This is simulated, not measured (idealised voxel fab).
The process module that follows is named voxel wiring stack.
This is section cut - it's 265 nm across, gridded in 5 nm square cells.
Square cells in a grid make up a cross-section in this document, and the grid is given as bands, listed from the top down, each one or more rows of cells.
Band entry format. Leading values: height of top, height of bottom, nm. Remainder: materials in left-to-right order, each with its width in nm. Special words: "everywhere" on a single material, which then fills the band edge to edge; "air", empty space.
For the purposes of this specification, 0 denotes the height below which the wafer in its as-received condition is composed wholly of one material, and the lowermost band, lacking a lower limit, extends downward without end, as expressed in "from 0 down".
Top row gets the first number, bottom row gets the second, and each row in between changes by the same step: that is how a band width like "30..40" works.
The cross-section has no changed cell in any step marked "no change".
"Closed-off voids" contains a list of empty spaces, each no smaller than 8 cells and without an open way to the top, written in the form width x height at distance with the distance from the left edge and all three in nm.
On a step's line, text after the settings is the simulator commenting on that step.
Steps that use a mask can have "overlay nm" on their line. It says how far the mask sat to the right of where it was meant to be. Negative means to the left.

Steps in the process plan
1 op RECEIVE | material Si
2 op CONFORMAL_DEP | material SiO2 | thk nm 10
3 op DIRECTIONAL_DEP | material TiN | thk nm 5
4 op DIRECTIONAL_DEP | material W | thk nm 25
5 op PATTERN | tone cover | mask id METAL_1 | material resist | width nm 30 | pitch nm 55 | thk nm 15 | overlay nm 0
6 op DIRECTIONAL_ETCH | etch materials W | depth nm 25
7 op DIRECTIONAL_ETCH | etch materials TiN | depth nm 5
8 op STRIP | etch materials resist
9 op FILL_DEP | material SiO2 | thk nm 10
10 op CMP | height nm 40
11 op CONFORMAL_DEP | material SiCN | thk nm 5
12 op DIRECTIONAL_DEP | material SiO2 | thk nm 30
13 op PATTERN | tone open | mask id METAL_2_HOLES | material resist | width nm 15 | pitch nm 55 | thk nm 20 | overlay nm 0
14 op DIRECTIONAL_ETCH | etch materials SiO2 | depth nm 30
15 op STRIP | etch materials resist
16 op DIRECTIONAL_DEP | material aC | thk nm 15
17 op PATTERN | tone open | mask id METAL_2 | material resist | width nm 30 | pitch nm 55 | thk nm 35 | overlay nm 0
18 op DIRECTIONAL_ETCH | etch materials aC | depth nm 15
19 op STRIP | etch materials resist
20 op DIRECTIONAL_ETCH | etch materials SiO2 | depth nm 20
21 op DIRECTIONAL_ETCH | etch materials SiCN | depth nm 5
22 op STRIP | etch materials aC
23 op CONFORMAL_DEP | material TiN | thk nm 5
24 op FILL_DEP | material Ru | thk nm 5
25 op CMP | height nm 75
26 op CONFORMAL_DEP | material SiCN | thk nm 5
27 op DIRECTIONAL_DEP | material lowk | thk nm 10
28 op MASKED_ETCH | tone open | mask id PLUG_2 | width nm 15 | pitch nm 110 | etch materials lowk | depth nm 10 | overlay nm 0
29 op MASKED_ETCH | tone open | mask id PLUG_2 | width nm 15 | pitch nm 110 | etch materials SiCN | depth nm 5 | overlay nm 0
30 op CONFORMAL_DEP | material TiN | thk nm 5
31 op FILL_DEP | material Cu | thk nm 10
32 op CMP | height nm 90
33 op DIRECTIONAL_DEP | material TiN | thk nm 5
34 op DIRECTIONAL_DEP | material Ru | thk nm 25
35 op MASKED_ETCH | tone cover | mask id METAL_3 | width nm 30 | pitch nm 55 | etch materials Ru | depth nm 25 | overlay nm 0
36 op MASKED_ETCH | tone cover | mask id METAL_3 | width nm 30 | pitch nm 55 | etch materials TiN | depth nm 5 | overlay nm 0
37 op CONFORMAL_DEP | material SiN | thk nm 5
38 op FILL_DEP | material lowk | thk nm 5
39 op CMP | height nm 120
40 op CONFORMAL_DEP | material SiN | thk nm 5
The plan's step 28 width nm is the first wafer's value; the wafers differ in this setting and start identical.

The as-received cross-section of the first of several wafers corresponds to the state after step 1
from 0 down | Si everywhere
Closed-off voids: none

At the end of the module, after its last step, step 40, the first of several wafers appears in cross-section as follows
from 125 to 120 | SiN everywhere
from 120 to 95 | lowk=30, then SiN=5, then Ru=30, then SiN=5, then lowk=15, then SiN=5, then Ru=30, then SiN=5, then lowk=15, then SiN=5, then Ru=30, then SiN=5, then lowk=15, then SiN=5, then Ru=30, then SiN=5, then lowk=30
from 95 to 90 | SiN=35, then TiN=30, then SiN=25, then TiN=30, then SiN=25, then TiN=30, then SiN=25, then TiN=30, then SiN=35
from 90 to 80 | lowk=35, then TiN=5, then Cu=5, then TiN=5, then lowk=95, then TiN=5, then Cu=5, then TiN=5, then lowk=105
from 80 to 75 | SiCN=35, then TiN=15, then SiCN=95, then TiN=15, then SiCN=105
from 75 to 60 | SiO2=35, then TiN=5, then Ru=20, then TiN=5, then SiO2=25, then TiN=5, then Ru=20, then TiN=5, then SiO2=25, then TiN=5, then Ru=20, then TiN=5, then SiO2=25, then TiN=5, then Ru=20, then TiN=5, then SiO2=35
from 60 to 55 | SiO2=35, then TiN=5, then Ru=5, then TiN=20, then SiO2=25, then TiN=5, then Ru=5, then TiN=20, then SiO2=25, then TiN=5, then Ru=5, then TiN=20, then SiO2=25, then TiN=5, then Ru=5, then TiN=20, then SiO2=35
from 55 to 45 | SiO2=35, then TiN=5, then Ru=5, then TiN=5, then SiO2=40, then TiN=5, then Ru=5, then TiN=5, then SiO2=40, then TiN=5, then Ru=5, then TiN=5, then SiO2=40, then TiN=5, then Ru=5, then TiN=5, then SiO2=50
from 45 to 40 | SiCN=35, then TiN=15, then SiCN=40, then TiN=15, then SiCN=40, then TiN=15, then SiCN=40, then TiN=15, then SiCN=50
from 40 to 15 | SiO2=35, then W=30, then SiO2=25, then W=30, then SiO2=25, then W=30, then SiO2=25, then W=30, then SiO2=35
from 15 to 10 | SiO2=35, then TiN=30, then SiO2=25, then TiN=30, then SiO2=25, then TiN=30, then SiO2=25, then TiN=30, then SiO2=35
from 10 to 0 | SiO2 everywhere
from 0 down | Si everywhere
Closed-off voids: none

Cross-section, last wafer, module completion
from 125 to 120 | SiN everywhere
from 120 to 95 | lowk=30, then SiN=5, then Ru=30, then SiN=5, then lowk=15, then SiN=5, then Ru=30, then SiN=5, then lowk=15, then SiN=5, then Ru=30, then SiN=5, then lowk=15, then SiN=5, then Ru=30, then SiN=5, then lowk=30
from 95 to 90 | SiN=35, then TiN=30, then SiN=25, then TiN=30, then SiN=25, then TiN=30, then SiN=25, then TiN=30, then SiN=35
from 90 to 80 | lowk=30, then TiN=5..10, then Cu=20..5, then TiN=5..15, then lowk=80, then TiN=5..10, then Cu=20..5, then TiN=5..15, then lowk=95
from 80 to 75 | SiCN=35, then TiN=15, then SiCN=95, then TiN=15, then SiCN=105
from 75 to 60 | SiO2=35, then TiN=5, then Ru=20, then TiN=5, then SiO2=25, then TiN=5, then Ru=20, then TiN=5, then SiO2=25, then TiN=5, then Ru=20, then TiN=5, then SiO2=25, then TiN=5, then Ru=20, then TiN=5, then SiO2=35
from 60 to 55 | SiO2=35, then TiN=5, then Ru=5, then TiN=20, then SiO2=25, then TiN=5, then Ru=5, then TiN=20, then SiO2=25, then TiN=5, then Ru=5, then TiN=20, then SiO2=25, then TiN=5, then Ru=5, then TiN=20, then SiO2=35
from 55 to 45 | SiO2=35, then TiN=5, then Ru=5, then TiN=5, then SiO2=40, then TiN=5, then Ru=5, then TiN=5, then SiO2=40, then TiN=5, then Ru=5, then TiN=5, then SiO2=40, then TiN=5, then Ru=5, then TiN=5, then SiO2=50
from 45 to 40 | SiCN=35, then TiN=15, then SiCN=40, then TiN=15, then SiCN=40, then TiN=15, then SiCN=40, then TiN=15, then SiCN=50
from 40 to 15 | SiO2=35, then W=30, then SiO2=25, then W=30, then SiO2=25, then W=30, then SiO2=25, then W=30, then SiO2=35
from 15 to 10 | SiO2=35, then TiN=30, then SiO2=25, then TiN=30, then SiO2=25, then TiN=30, then SiO2=25, then TiN=30, then SiO2=35
from 10 to 0 | SiO2 everywhere
from 0 down | Si everywhere
Closed-off voids: none

Basically each wafer gets a line in the table, showing it at the end of the module: material by material, the cells it gained (+) or lost (-) since we got it, then its closed voids
width nm 15, +4 Cu, +180 Ru, +88 SiCN, +122 SiN, +478 SiO2, +134 TiN, +120 W, +199 lowk, Closed-off voids: none
width nm 20, +6 Cu, +180 Ru, +88 SiCN, +122 SiN, +478 SiO2, +136 TiN, +120 W, +195 lowk, Closed-off voids: none
width nm 25, +8 Cu, +180 Ru, +88 SiCN, +122 SiN, +478 SiO2, +138 TiN, +120 W, +191 lowk, Closed-off voids: none
width nm 30, +10 Cu, +180 Ru, +88 SiCN, +122 SiN, +478 SiO2, +140 TiN, +120 W, +187 lowk, Closed-off voids: none
